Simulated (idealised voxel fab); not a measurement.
voxel capacitor over wiring: a process module
This is section cut - it's 265 nm across, gridded in 5 nm square cells.
Just so we're on the same page, the cross-sections are grids of square cells, and they're listed out in bands top to bottom, each band one or more rows deep.
Top height, bottom height, nm. Materials left to right, width each, nm. Single material + "edge to edge" = fills band edge to edge. "blank" = empty.
We count height from 0. Below that, the starting wafer is all one material. The lowest band never ends at the bottom but goes on down; see "0 down" for how that is written.
When a width is written as two numbers, as in "30 to 40", the first number is the width in the top row of cells of the band and the second is the width in its bottom row, and the width changes by the same amount from each row to the next.
Take "nothing got changed" at face value: in the step it is given for, the cross-section changed in none of its cells.
"Sealed void inventory" - sealed voids, min. 8 cells, no opening to top; format: width x height at distance (distance from left edge; nm throughout).
Text after the settings on a step's line: the simulator's own remark on that step.
overlay nm, on a step with a mask: how far to the right of its planned place the mask lay; to the left if negative
Below you will find pairs of cross-sections. In each, one shows the wafer before one process step and the other after it, with the after view ending at the lowest band that changed. Under each pair is the step separating them, along with its settings. Do not assume the pairs form a chain: they can come from different runs of this module on the same starting wafer, and a pair continues from the pair above it only when its "Before step" entry says so.

Before step:
* 140 to 110 = blank: 90, then resist: 55, then blank: 120
* 110 to 95 = aC edge to edge
* 95 to 85 = TiN edge to edge
* 85 to 80 = Al2O3 edge to edge
* 80 to 70 = TiN edge to edge
* 70 to 50 = SiO2: 80, then Ru: 15, then SiO2: 170
* 50 to 45 = SiCN: 90, then Ru: 5, then SiCN: 170
* 45 to 40 = SiCN: 70, then Ru: 40, then SiCN: 40, then Ru: 40, then SiCN: 75
* 40 to 20 = SiO2: 75, then TiN: 5, then Ru: 20, then TiN: 5, then SiO2: 50, then TiN: 5, then Ru: 20, then TiN: 5, then SiO2: 80
* 20 to 15 = SiN: 75, then TiN: 30, then SiN: 50, then TiN: 30, then SiN: 80
* 15 to 0 = SiO2 edge to edge
* 0 down = Si edge to edge
* Sealed void inventory: none

Post-Process Section:
* 125 to 110 = blank: 90, then resist: 55, then blank: 120
* 110 to 95 = blank: 90, then aC: 55, then blank: 120
* Below 95, no change.
* Sealed void inventory: none
Here is the step that sits between the two cross-sections above: DIRECTIONAL_ETCH (etch materials aC; depth nm 15)

Before step: the cross-section after the pair above

Post-Process Section:
* 110 to 95 = blank: 90, then aC: 55, then blank: 120
* Below 95, no change.
* Sealed void inventory: none
Here is the step that sits between the two cross-sections above: STRIP (etch materials resist)

Before step: the cross-section after the pair above

Post-Process Section:
* 110 to 95 = blank: 90, then aC: 55, then blank: 120
* 95 to 85 = blank: 90, then TiN: 55, then blank: 120
* Below 85, no change.
* Sealed void inventory: none
Here is the step that sits between the two cross-sections above: DIRECTIONAL_ETCH (etch materials TiN; depth nm 10)

Before step: the cross-section after the pair above

Post-Process Section:
* 110 to 95 = blank: 90, then aC: 55, then blank: 120
* 95 to 85 = blank: 90, then TiN: 55, then blank: 120
* 85 to 80 = blank: 90, then Al2O3: 55, then blank: 120
* Below 80, no change.
* Sealed void inventory: none
Here is the step that sits between the two cross-sections above: DIRECTIONAL_ETCH (etch materials Al2O3; depth nm 5)

Before step: the cross-section after the pair above

Post-Process Section:
* 95 to 85 = blank: 90, then TiN: 55, then blank: 120
* Below 85, no change.
* Sealed void inventory: none
Here is the step that sits between the two cross-sections above: STRIP (etch materials aC)

Before step: the cross-section after the pair above

Post-Process Section:
* 95 to 85 = blank: 90, then TiN: 55, then blank: 120
* 85 to 80 = blank: 90, then Al2O3: 55, then blank: 120
* 80 to 70 = blank: 85, then TiN: 65, then blank: 115
* Below 70, no change.
* Sealed void inventory: none
Here is the step that sits between the two cross-sections above: MASKED_ETCH (tone cover; mask id LOWER_PLATE; width nm 65; etch materials TiN; depth nm 10; overlay nm 0)

Before step: the cross-section after the pair above

Post-Process Section:
* 110 to 95 = SiO2 edge to edge
* 95 to 85 = SiO2: 90, then TiN: 55, then SiO2: 120
* 85 to 80 = SiO2: 90, then Al2O3: 55, then SiO2: 120
* 80 to 70 = SiO2: 85, then TiN: 65, then SiO2: 115
* Below 70, no change.
* Sealed void inventory: none
Here is the step that sits between the two cross-sections above: FILL_DEP (material SiO2; thk nm 15)

Before step: the cross-section after the pair above

Post-Process Section:
* 105 to 95 = SiO2 edge to edge
* Below 95, no change.
* Sealed void inventory: none
Here is the step that sits between the two cross-sections above: CMP (height nm 105)

Before step: the cross-section after the pair above

Post-Process Section:
* 115 to 105 = aC edge to edge
* Below 105, no change.
* Sealed void inventory: none
Here is the step that sits between the two cross-sections above: DIRECTIONAL_DEP (material aC; thk nm 10)

Before step: the cross-section after the pair above

Post-Process Section:
* 145 to 115 = resist: 100, then blank: 15, then resist: 150
* Below 115, no change.
* Sealed void inventory: none
Here is the step that sits between the two cross-sections above: PATTERN (tone open; mask id PLUG_2; material resist; width nm 15; thk nm 30; overlay nm 0)

Before step: the cross-section after the pair above

Post-Process Section:
* 135 to 115 = resist: 100, then blank: 15, then resist: 150
* 115 to 105 = aC: 100, then blank: 15, then aC: 150
* Below 105, no change.
* Sealed void inventory: none
Here is the step that sits between the two cross-sections above: DIRECTIONAL_ETCH (etch materials aC; depth nm 10)

Before step: the cross-section after the pair above

Post-Process Section:
* 115 to 105 = aC: 100, then blank: 15, then aC: 150
* Below 105, no change.
* Sealed void inventory: none
Here is the step that sits between the two cross-sections above: STRIP (etch materials resist)

Before step: the cross-section after the pair above

Post-Process Section:
* 115 to 105 = aC: 100, then blank: 15, then aC: 150
* 105 to 95 = SiO2: 100, then blank: 15, then SiO2: 150
* Below 95, no change.
* Sealed void inventory: none
Here is the step that sits between the two cross-sections above: DIRECTIONAL_ETCH (etch materials SiO2; depth nm 10)

Before step: the cross-section after the pair above

Post-Process Section:
* 105 to 95 = SiO2: 100, then blank: 15, then SiO2: 150
* Below 95, no change.
* Sealed void inventory: none
Here is the step that sits between the two cross-sections above: STRIP (etch materials aC)

Before step: the cross-section after the pair above

Post-Process Section:
* 110 to 105 = TiN: 105, then blank: 5, then TiN: 155
* 105 to 100 = SiO2: 100, then TiN: 5, then blank: 5, then TiN: 5, then SiO2: 150
* 100 to 95 = SiO2: 100, then TiN: 15, then SiO2: 150
* Below 95, no change.
* Sealed void inventory: none
Here is the step that sits between the two cross-sections above: CONFORMAL_DEP (material TiN; thk nm 5)

Before step: the cross-section after the pair above

Post-Process Section:
* 115 to 110 = Cu edge to edge
* 110 to 105 = TiN: 105, then Cu: 5, then TiN: 155
* 105 to 100 = SiO2: 100, then TiN: 5, then Cu: 5, then TiN: 5, then SiO2: 150
* Below 100, no change.
* Sealed void inventory: none
Here is the step that sits between the two cross-sections above: FILL_DEP (material Cu; thk nm 5)

Before step: the cross-section after the pair above

Post-Process Section:
* 105 to 100 = SiO2: 100, then TiN: 5, then Cu: 5, then TiN: 5, then SiO2: 150
* Below 100, no change.
* Sealed void inventory: none
Here is the step that sits between the two cross-sections above: CMP (height nm 105)

Before step: the cross-section after the pair above

Post-Process Section:
* 110 to 105 = SiCN edge to edge
* Below 105, no change.
* Sealed void inventory: none
Here is the step that sits between the two cross-sections above: CONFORMAL_DEP (material SiCN; thk nm 5)

Before step:
* 50 to 45 = SiCN edge to edge
* 45 to 40 = SiCN: 70, then Ru: 40, then SiCN: 40, then Ru: 40, then SiCN: 75
* 40 to 20 = SiO2: 75, then TiN: 5, then Ru: 20, then TiN: 5, then SiO2: 50, then TiN: 5, then Ru: 20, then TiN: 5, then SiO2: 80
* 20 to 15 = SiN: 75, then TiN: 30, then SiN: 50, then TiN: 30, then SiN: 80
* 15 to 0 = SiO2 edge to edge
* 0 down = Si edge to edge
* Sealed void inventory: none

Post-Process Section:
* 70 to 45 = SiCN edge to edge
* Below 45, no change.
* Sealed void inventory: none
Here is the step that sits between the two cross-sections above: DIRECTIONAL_DEP (material SiCN; thk nm 20)

Before step: the cross-section after the pair above

Post-Process Section:
* 70 to 65 = SiCN: 90, then blank: 15, then SiCN: 160
* Below 65, no change.
* Sealed void inventory: none
Here is the step that sits between the two cross-sections above: MASKED_ETCH (tone open; mask id PLUG_1; width nm 15; etch materials SiCN; depth nm 5; overlay nm 0)

Before step: the cross-section after the pair above

Post-Process Section:
* 80 to 75 = TiN: 90, then blank: 15, then TiN: 160
* 75 to 70 = TiN edge to edge
* 70 to 65 = SiCN: 90, then TiN: 15, then SiCN: 160
* Below 65, no change.
* Sealed void inventory: none
Here is the step that sits between the two cross-sections above: DIRECTIONAL_DEP (material TiN; thk nm 10)

Before step: the cross-section after the pair above

Post-Process Section:
* 85 to 80 = Al2O3: 90, then blank: 15, then Al2O3: 160
* 80 to 75 = TiN: 90, then Al2O3: 15, then TiN: 160
* Below 75, no change.
* Sealed void inventory: none
Here is the step that sits between the two cross-sections above: DIRECTIONAL_DEP (material Al2O3; thk nm 5)

Before step: the cross-section after the pair above

Post-Process Section:
* 95 to 90 = TiN: 90, then blank: 15, then TiN: 160
* 90 to 85 = TiN edge to edge
* 85 to 80 = Al2O3: 90, then TiN: 15, then Al2O3: 160
* Below 80, no change.
* Sealed void inventory: none
Here is the step that sits between the two cross-sections above: DIRECTIONAL_DEP (material TiN; thk nm 10)

Before step: the cross-section after the pair above

Post-Process Section:
* 110 to 105 = aC: 90, then blank: 15, then aC: 160
* 105 to 95 = aC edge to edge
* 95 to 90 = TiN: 90, then aC: 15, then TiN: 160
* Below 90, no change.
* Sealed void inventory: none
Here is the step that sits between the two cross-sections above: DIRECTIONAL_DEP (material aC; thk nm 15)

Before step: the cross-section after the pair above

Post-Process Section:
* 140 to 110 = blank: 90, then resist: 55, then blank: 120
* 110 to 105 = aC: 90, then resist: 15, then aC: 160
* Below 105, no change.
* Sealed void inventory: none
Here is the step that sits between the two cross-sections above: PATTERN (tone cover; mask id UPPER_PLATE; material resist; width nm 55; thk nm 30; overlay nm 0)

Before step: the cross-section after the pair above

Post-Process Section:
* 125 to 110 = blank: 90, then resist: 55, then blank: 120
* 110 to 105 = blank: 90, then resist: 15, then aC: 40, then blank: 120
* 105 to 95 = blank: 90, then aC: 55, then blank: 120
* Below 95, no change.
* Sealed void inventory: none
Here is the step that sits between the two cross-sections above: DIRECTIONAL_ETCH (etch materials aC; depth nm 15)

Before step: the cross-section after the pair above

Post-Process Section:
* 110 to 105 = blank: 105, then aC: 40, then blank: 120
* Below 105, no change.
* Sealed void inventory: none
Here is the step that sits between the two cross-sections above: STRIP (etch materials resist)

Before step: the cross-section after the pair above

Post-Process Section:
* 110 to 105 = blank: 105, then aC: 40, then blank: 120
* 105 to 95 = blank: 90, then aC: 55, then blank: 120
* 95 to 90 = blank: 90, then aC: 15, then TiN: 40, then blank: 120
* 90 to 85 = blank: 90, then TiN: 55, then blank: 120
* Below 85, no change.
* Sealed void inventory: none
Here is the step that sits between the two cross-sections above: DIRECTIONAL_ETCH (etch materials TiN; depth nm 10)

Before step: the cross-section after the pair above

Post-Process Section:
* 110 to 105 = blank: 105, then aC: 40, then blank: 120
* 105 to 95 = blank: 90, then aC: 55, then blank: 120
* 95 to 90 = blank: 90, then aC: 15, then TiN: 40, then blank: 120
* 90 to 85 = blank: 90, then TiN: 55, then blank: 120
* 85 to 80 = blank: 90, then TiN: 15, then Al2O3: 40, then blank: 120
* Below 80, no change.
* Sealed void inventory: none
Here is the step that sits between the two cross-sections above: DIRECTIONAL_ETCH (etch materials Al2O3; depth nm 5)

Before step: the cross-section after the pair above

Post-Process Section:
* 95 to 85 = blank: 105 to 90, then TiN: 40 to 55, then blank: 120
* Below 85, no change.
* Sealed void inventory: none
Here is the step that sits between the two cross-sections above: STRIP (etch materials aC)

Before step: the cross-section after the pair above

Post-Process Section:
* 95 to 85 = blank: 105 to 90, then TiN: 40 to 55, then blank: 120
* 85 to 80 = blank: 90, then TiN: 15, then Al2O3: 40, then blank: 120
* 80 to 75 = blank: 85, then TiN: 5, then Al2O3: 15, then TiN: 45, then blank: 115
* 75 to 70 = blank: 85, then TiN: 65, then blank: 115
* Below 70, no change.
* Sealed void inventory: none
Here is the step that sits between the two cross-sections above: MASKED_ETCH (tone cover; mask id LOWER_PLATE; width nm 65; etch materials TiN; depth nm 10; overlay nm 0)

Before step: the cross-section after the pair above

Post-Process Section:
* 110 to 95 = SiO2 edge to edge
* 95 to 85 = SiO2: 105 to 90, then TiN: 40 to 55, then SiO2: 120
* 85 to 80 = SiO2: 90, then TiN: 15, then Al2O3: 40, then SiO2: 120
* 80 to 75 = SiO2: 85, then TiN: 5, then Al2O3: 15, then TiN: 45, then SiO2: 115
* 75 to 70 = SiO2: 85, then TiN: 65, then SiO2: 115
* Below 70, no change.
* Sealed void inventory: none
Here is the step that sits between the two cross-sections above: FILL_DEP (material SiO2; thk nm 15)

Before step: the cross-section after the pair above

Post-Process Section:
* 105 to 95 = SiO2 edge to edge
* Below 95, no change.
* Sealed void inventory: none
Here is the step that sits between the two cross-sections above: CMP (height nm 105)

Before step: the cross-section after the pair above

Post-Process Section:
* 115 to 105 = aC edge to edge
* Below 105, no change.
* Sealed void inventory: none
Here is the step that sits between the two cross-sections above: DIRECTIONAL_DEP (material aC; thk nm 10)

Before step: the cross-section after the pair above

Post-Process Section:
* 145 to 115 = resist: 100, then blank: 15, then resist: 150
* Below 115, no change.
* Sealed void inventory: none
Here is the step that sits between the two cross-sections above: PATTERN (tone open; mask id PLUG_2; material resist; width nm 15; thk nm 30; overlay nm 0)

Before step: the cross-section after the pair above

Post-Process Section:
* 135 to 115 = resist: 100, then blank: 15, then resist: 150
* 115 to 105 = aC: 100, then blank: 15, then aC: 150
* Below 105, no change.
* Sealed void inventory: none
Here is the step that sits between the two cross-sections above: DIRECTIONAL_ETCH (etch materials aC; depth nm 10)

Before step: the cross-section after the pair above

Post-Process Section:
* 115 to 105 = aC: 100, then blank: 15, then aC: 150
* Below 105, no change.
* Sealed void inventory: none
Here is the step that sits between the two cross-sections above: STRIP (etch materials resist)

Before step: the cross-section after the pair above

Post-Process Section:
* 115 to 105 = aC: 100, then blank: 15, then aC: 150
* 105 to 95 = SiO2: 100, then blank: 15, then SiO2: 150
* Below 95, no change.
* Sealed void inventory: none
Here is the step that sits between the two cross-sections above: DIRECTIONAL_ETCH (etch materials SiO2; depth nm 10)

Before step: the cross-section after the pair above

Post-Process Section:
* 105 to 95 = SiO2: 100, then blank: 15, then SiO2: 150
* Below 95, no change.
* Sealed void inventory: none
Here is the step that sits between the two cross-sections above: STRIP (etch materials aC)

Before step: the cross-section after the pair above

Post-Process Section:
* 110 to 105 = TiN: 105, then blank: 5, then TiN: 155
* 105 to 100 = SiO2: 100, then TiN: 5, then blank: 5, then TiN: 5, then SiO2: 150
* 100 to 90 = SiO2: 100 to 105, then TiN: 15 to 40, then SiO2: 150 to 120
* Below 90, no change.
* Sealed void inventory: none
Here is the step that sits between the two cross-sections above: CONFORMAL_DEP (material TiN; thk nm 5)

Before step: the cross-section after the pair above

Post-Process Section:
* 115 to 110 = Cu edge to edge
* 110 to 105 = TiN: 105, then Cu: 5, then TiN: 155
* 105 to 100 = SiO2: 100, then TiN: 5, then Cu: 5, then TiN: 5, then SiO2: 150
* Below 100, no change.
* Sealed void inventory: none
Here is the step that sits between the two cross-sections above: FILL_DEP (material Cu; thk nm 5)

Before step: the cross-section after the pair above

Post-Process Section:
* 105 to 100 = SiO2: 100, then TiN: 5, then Cu: 5, then TiN: 5, then SiO2: 150
* Below 100, no change.
* Sealed void inventory: none
Here is the step that sits between the two cross-sections above: CMP (height nm 105)

Before step: the cross-section after the pair above

Post-Process Section:
* 110 to 105 = SiCN edge to edge
* Below 105, no change.
* Sealed void inventory: none
Here is the step that sits between the two cross-sections above: CONFORMAL_DEP (material SiCN; thk nm 5)

Before step:
* 115 to 105 = aC edge to edge
* 105 to 95 = SiO2 edge to edge
* 95 to 85 = SiO2: 90, then TiN: 55, then SiO2: 120
* 85 to 80 = SiO2: 90, then Al2O3: 55, then SiO2: 120
* 80 to 70 = SiO2: 85, then TiN: 65, then SiO2: 115
* 70 to 50 = SiO2: 90, then Ru: 15, then SiO2: 160
* 50 to 45 = SiCN: 90, then Ru: 15, then SiCN: 160
* 45 to 40 = SiCN: 70, then Ru: 40, then SiCN: 40, then Ru: 40, then SiCN: 75
* 40 to 20 = SiO2: 75, then TiN: 5, then Ru: 20, then TiN: 5, then SiO2: 50, then TiN: 5, then Ru: 20, then TiN: 5, then SiO2: 80
* 20 to 15 = SiN: 75, then TiN: 30, then SiN: 50, then TiN: 30, then SiN: 80
* 15 to 0 = SiO2 edge to edge
* 0 down = Si edge to edge
* Sealed void inventory: none

Post-Process Section:
* 145 to 115 = blank: 100, then resist: 15, then blank: 150
* Below 115, no change.
* Sealed void inventory: none
Here is the step that sits between the two cross-sections above: PATTERN (tone cover; mask id PLUG_2; material resist; width nm 15; thk nm 30; overlay nm 0)

Before step: the cross-section after the pair above

Post-Process Section:
* 135 to 115 = blank: 100, then resist: 15, then blank: 150
* 115 to 105 = blank: 100, then aC: 15, then blank: 150
* Below 105, no change.
* Sealed void inventory: none
Here is the step that sits between the two cross-sections above: DIRECTIONAL_ETCH (etch materials aC; depth nm 10)

Before step: the cross-section after the pair above

Post-Process Section:
* 115 to 105 = blank: 100, then aC: 15, then blank: 150
* Below 105, no change.
* Sealed void inventory: none
Here is the step that sits between the two cross-sections above: STRIP (etch materials resist)

Before step: the cross-section after the pair above

Post-Process Section:
* 115 to 105 = blank: 100, then aC: 15, then blank: 150
* 105 to 95 = blank: 100, then SiO2: 15, then blank: 150
* Below 95, no change.
* Sealed void inventory: none
Here is the step that sits between the two cross-sections above: DIRECTIONAL_ETCH (etch materials SiO2; depth nm 10)

Before step: the cross-section after the pair above

Post-Process Section:
* 105 to 95 = blank: 100, then SiO2: 15, then blank: 150
* Below 95, no change.
* Sealed void inventory: none
Here is the step that sits between the two cross-sections above: STRIP (etch materials aC)

Before step: the cross-section after the pair above

Post-Process Section:
* 110 to 105 = blank: 95, then TiN: 25, then blank: 145
* 105 to 100 = blank: 95, then TiN: 5, then SiO2: 15, then TiN: 5, then blank: 145
* 100 to 95 = TiN: 100, then SiO2: 15, then TiN: 150
* Below 95, no change.
* Sealed void inventory: none
Here is the step that sits between the two cross-sections above: CONFORMAL_DEP (material TiN; thk nm 5)

Before step: the cross-section after the pair above

Post-Process Section:
* 115 to 110 = Cu edge to edge
* 110 to 105 = Cu: 95, then TiN: 25, then Cu: 145
* 105 to 100 = Cu: 95, then TiN: 5, then SiO2: 15, then TiN: 5, then Cu: 145
* Below 100, no change.
* Sealed void inventory: none
Here is the step that sits between the two cross-sections above: FILL_DEP (material Cu; thk nm 5)

Before step: the cross-section after the pair above

Post-Process Section:
* 105 to 100 = Cu: 95, then TiN: 5, then SiO2: 15, then TiN: 5, then Cu: 145
* Below 100, no change.
* Sealed void inventory: none
Here is the step that sits between the two cross-sections above: CMP (height nm 105)

Before step: the cross-section after the pair above

Post-Process Section:
* 110 to 105 = SiCN edge to edge
* Below 105, no change.
* Sealed void inventory: none
Here is the step that sits between the two cross-sections above: CONFORMAL_DEP (material SiCN; thk nm 5)
